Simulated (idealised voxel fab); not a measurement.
The name of this process module is voxel transistor to metal.
FYI the section here is cut, 300 nm wide, cells are 5 nm squares.
Each cross-section below is a grid of square cells, stated as bands in top-down order, with one or more rows of cells making up each band. What a band's entry tells you: where the top is and where the bottom is, as heights in nm, and after that what lies inside, material by material from left to right, each with its width in nm. Empty space is written as the word "air", and a single material marked with the word "everywhere" occupies the band from edge to edge. Basically, 0 is our baseline, since under it the wafer straight out of the box is all one material. The bottom band has no lower end and keeps on going down, so it looks like "z 0 and below". A width such as "30 to 40" changes by the same amount from each row of cells to the next, from the band's top row to its bottom row. Where a step carries "nothing different", the cross-section came out of it unchanged, cell for cell. In the "closed voids" entry, you get each enclosed empty space of 8 cells or more, one with no open way to the top, written width x height at distance, distance from the left edge, in nm. Read whatever lies past the settings on a step's line as the simulator's own remark about the step. The optional step-line setting "overlay nm" applies to steps with a mask and quantifies how far to the right of its planned location the mask lay, a negative value indicating leftward placement.

-- Set out below are the planned steps of the process
- 1: RECEIVE (material Si)
- 2: CONFORMAL_DEP (material SiO2; thk nm 5)
- 3: CONFORMAL_DEP (material SiN; thk nm 15)
- 4: PATTERN (tone cover; mask id ACTIVE; material resist; width nm 100; pitch nm 125; thk nm 15; overlay nm 0)
- 5: DIRECTIONAL_ETCH (etch materials SiN; depth nm 15)
- 6: DIRECTIONAL_ETCH (etch materials SiO2; depth nm 5)
- 7: DIRECTIONAL_ETCH (etch materials Si; depth nm 20)
- 8: STRIP (etch materials resist)
- 9: FILL_DEP (material SiO2; thk nm 10)
- 10: CMP (height nm 20)
- 11: SELECTIVE_ETCH (etch materials SiO2; depth nm 15)
- 12: STRIP (etch materials SiN)
- 13: SELECTIVE_ETCH (etch materials SiO2; depth nm 5)
- 14: OXIDIZE (depth nm 5)
- 15: DIRECTIONAL_DEP (material polySi; thk nm 30)
- 16: DIRECTIONAL_DEP (material SiCN; thk nm 10)
- 17: PATTERN (tone cover; mask id GATE; material resist; width nm 20; pitch nm 125; thk nm 20; overlay nm 0)
- 18: DIRECTIONAL_ETCH (etch materials SiCN; depth nm 20)
- 19: DIRECTIONAL_ETCH (etch materials polySi; depth nm 40)
- 20: STRIP (etch materials resist)
- 21: CONFORMAL_DEP (material SiO2; thk nm 5)
- 22: DIRECTIONAL_ETCH (etch materials SiO2; depth nm 5)
- 23: CONFORMAL_DEP (material SiN; thk nm 5)
- 24: DIRECTIONAL_ETCH (etch materials SiN; depth nm 5)
- 25: DIRECTIONAL_ETCH (etch materials SiO2; depth nm 5)
- 26: DIRECTIONAL_ETCH (etch materials Si; depth nm 10)
- 27: EPI (material pSi; thk nm 15)
- 28: FILL_DEP (material SiO2; thk nm 10)
- 29: CMP (height nm 40)
- 30: DIRECTIONAL_DEP (material SiO2; thk nm 10)
- 31: PATTERN (tone open; mask id CONTACT; material resist; width nm 30; thk nm 20; overlay nm 0)
- 32: DIRECTIONAL_ETCH (etch materials SiO2; depth nm 50)
- 33: STRIP (etch materials resist)
- 34: CONFORMAL_DEP (material TiN; thk nm 5)
- 35: FILL_DEP (material Ru; thk nm 5)
- 36: CMP (height nm 50)
- 37: DIRECTIONAL_DEP (material TiN; thk nm 5)
- 38: DIRECTIONAL_DEP (material W; thk nm 25)
- 39: DIRECTIONAL_DEP (material aC; thk nm 10)
- 40: PATTERN (tone cover; mask id METAL_1; material resist; width nm 15; thk nm 30; overlay nm 0)
- 41: DIRECTIONAL_ETCH (etch materials aC; depth nm 10)
- 42: STRIP (etch materials resist)
- 43: DIRECTIONAL_ETCH (etch materials W; depth nm 25)
- 44: DIRECTIONAL_ETCH (etch materials TiN; depth nm 5)
- 45: STRIP (etch materials aC)
- 46: CONFORMAL_DEP (material SiCN; thk nm 5)
- 47: FILL_DEP (material SiO2; thk nm 10)
- 48: CMP (height nm 80)
- 49: CONFORMAL_DEP (material SiCN; thk nm 5)

-- Cross-section, incoming material, after step 1
	z 0 and below | Si everywhere
	closed voids: none

-- End-of-module XS, first of two wafers, run as planned
	z 85 to 80 | SiCN everywhere
	z 80 to 55 | SiO2 (35)  SiCN (5)  W (15)  SiCN (5)  SiO2 (50)  SiCN (5)  W (15)  SiCN (5)  SiO2 (25)  SiCN (5)  W (15)  SiCN (5)  SiO2 (50)  SiCN (5)  W (15)  SiCN (5)  SiO2 (40)
	z 55 to 50 | SiCN (40)  TiN (15)  SiCN (60)  TiN (15)  SiCN (35)  TiN (15)  SiCN (60)  TiN (15)  SiCN (45)
	z 50 to 40 | SiO2 (40)  TiN (5)  Ru (20 to 15)  TiN (5 to 10)  SiO2 (30)  TiN (5 to 10)  Ru (20 to 15)  TiN (5)  SiO2 (35)  TiN (5)  Ru (20 to 15)  TiN (5 to 10)  SiO2 (30)  TiN (5 to 10)  Ru (20 to 15)  TiN (5)  SiO2 (45)
	z 40 to 30 | SiO2 (40)  TiN (5)  Ru (15)  TiN (5)  SiN (5)  SiO2 (5)  SiCN (20)  SiO2 (5)  SiN (5)  TiN (5)  Ru (15)  TiN (5)  SiO2 (35)  TiN (5)  Ru (15)  TiN (5)  SiN (5)  SiO2 (5)  SiCN (20)  SiO2 (5)  SiN (5)  TiN (5)  Ru (15)  TiN (5)  SiO2 (45)
	z 30 to 15 | SiO2 (40)  TiN (5)  Ru (15)  TiN (5)  SiN (5)  SiO2 (5)  polySi (20)  SiO2 (5)  SiN (5)  TiN (5)  Ru (15)  TiN (5)  SiO2 (35)  TiN (5)  Ru (15)  TiN (5)  SiN (5)  SiO2 (5)  polySi (20)  SiO2 (5)  SiN (5)  TiN (5)  Ru (15)  TiN (5)  SiO2 (45)
	z 15 to 10 | SiO2 (40)  TiN (25)  SiN (5)  SiO2 (5)  polySi (20)  SiO2 (5)  SiN (5)  TiN (25)  SiO2 (35)  TiN (25)  SiN (5)  SiO2 (5)  polySi (20)  SiO2 (5)  SiN (5)  TiN (25)  SiO2 (45)
	z 10 to 0 | SiO2 (40)  TiN (10)  pSi (15)  SiN (5)  SiO2 (5)  polySi (20)  SiO2 (5)  SiN (5)  pSi (15)  TiN (10)  SiO2 (35)  TiN (10)  pSi (15)  SiN (5)  SiO2 (5)  polySi (20)  SiO2 (5)  SiN (5)  pSi (15)  TiN (10)  SiO2 (45)
	z 0 to -5 | SiO2 (30)  pSi (35)  SiO2 (40)  pSi (35)  SiO2 (15)  pSi (35)  SiO2 (40)  pSi (35)  SiO2 (35)
	z -5 to -15 | SiO2 (35)  pSi (30)  Si (40)  pSi (30)  SiO2 (25)  pSi (30)  Si (40)  pSi (30)  SiO2 (40)
	z -15 to -20 | SiO2 (35)  Si (100)  SiO2 (25)  Si (100)  SiO2 (40)
	z -20 and below | Si everywhere
	closed voids: none

-- Cross-section, second wafer: same start as the first, same plan as the first, one mistake in running it; taken at the end of the module
	z 85 to 80 | SiCN everywhere
	z 80 to 55 | SiO2 (35)  SiCN (5)  W (15)  SiCN (5)  SiO2 (50)  SiCN (5)  W (15)  SiCN (5)  SiO2 (25)  SiCN (5)  W (15)  SiCN (5)  SiO2 (50)  SiCN (5)  W (15)  SiCN (5)  SiO2 (40)
	z 55 to 50 | SiCN (40)  TiN (15)  SiCN (60)  TiN (15)  SiCN (35)  TiN (15)  SiCN (60)  TiN (15)  SiCN (45)
	z 50 to 40 | SiO2 (40)  TiN (5)  Ru (20)  TiN (5)  SiO2 (30)  TiN (5)  Ru (20)  TiN (5)  SiO2 (35)  TiN (5)  Ru (20)  TiN (5)  SiO2 (30)  TiN (5)  Ru (20)  TiN (5)  SiO2 (45)
	z 40 to 35 | SiO2 (40)  TiN (5)  Ru (15)  TiN (10)  SiO2 (30)  TiN (10)  Ru (15)  TiN (5)  SiO2 (35)  TiN (5)  Ru (15)  TiN (10)  SiO2 (30)  TiN (10)  Ru (15)  TiN (5)  SiO2 (45)
	z 35 to 30 | SiO2 (40)  TiN (5)  Ru (15)  TiN (5)  SiN (5)  SiO2 (5)  SiCN (20)  SiO2 (5)  SiN (5)  TiN (5)  Ru (15)  TiN (5)  SiO2 (35)  TiN (5)  Ru (15)  TiN (5)  SiN (5)  SiO2 (5)  SiCN (20)  SiO2 (5)  SiN (5)  TiN (5)  Ru (15)  TiN (5)  SiO2 (45)
	z 30 to 15 | SiO2 (40)  TiN (5)  Ru (15)  TiN (5)  SiN (5)  SiO2 (5)  polySi (20)  SiO2 (5)  SiN (5)  TiN (5)  Ru (15)  TiN (5)  SiO2 (35)  TiN (5)  Ru (15)  TiN (5)  SiN (5)  SiO2 (5)  polySi (20)  SiO2 (5)  SiN (5)  TiN (5)  Ru (15)  TiN (5)  SiO2 (45)
	z 15 to 10 | SiO2 (40)  TiN (25)  SiN (5)  SiO2 (5)  polySi (20)  SiO2 (5)  SiN (5)  TiN (25)  SiO2 (35)  TiN (25)  SiN (5)  SiO2 (5)  polySi (20)  SiO2 (5)  SiN (5)  TiN (25)  SiO2 (45)
	z 10 to 0 | SiO2 (40)  TiN (10)  pSi (15)  SiN (5)  SiO2 (5)  polySi (20)  SiO2 (5)  SiN (5)  pSi (15)  TiN (10)  SiO2 (35)  TiN (10)  pSi (15)  SiN (5)  SiO2 (5)  polySi (20)  SiO2 (5)  SiN (5)  pSi (15)  TiN (10)  SiO2 (45)
	z 0 to -5 | SiO2 (30)  pSi (35)  SiO2 (40)  pSi (35)  SiO2 (15)  pSi (35)  SiO2 (40)  pSi (35)  SiO2 (35)
	z -5 to -15 | SiO2 (35)  pSi (30)  Si (40)  pSi (30)  SiO2 (25)  pSi (30)  Si (40)  pSi (30)  SiO2 (40)
	z -15 to -20 | SiO2 (35)  Si (100)  SiO2 (25)  Si (100)  SiO2 (40)
	z -20 and below | Si everywhere
	closed voids: none
Misprocessing identified: off-plan run, step 16, actual operation and settings DIRECTIONAL_DEP (material SiCN; thk nm 5)
The second wafer ends with more or fewer cells of some materials than the first, per final count: Ru +4 | SiCN -8 | SiN -4 | SiO2 +8
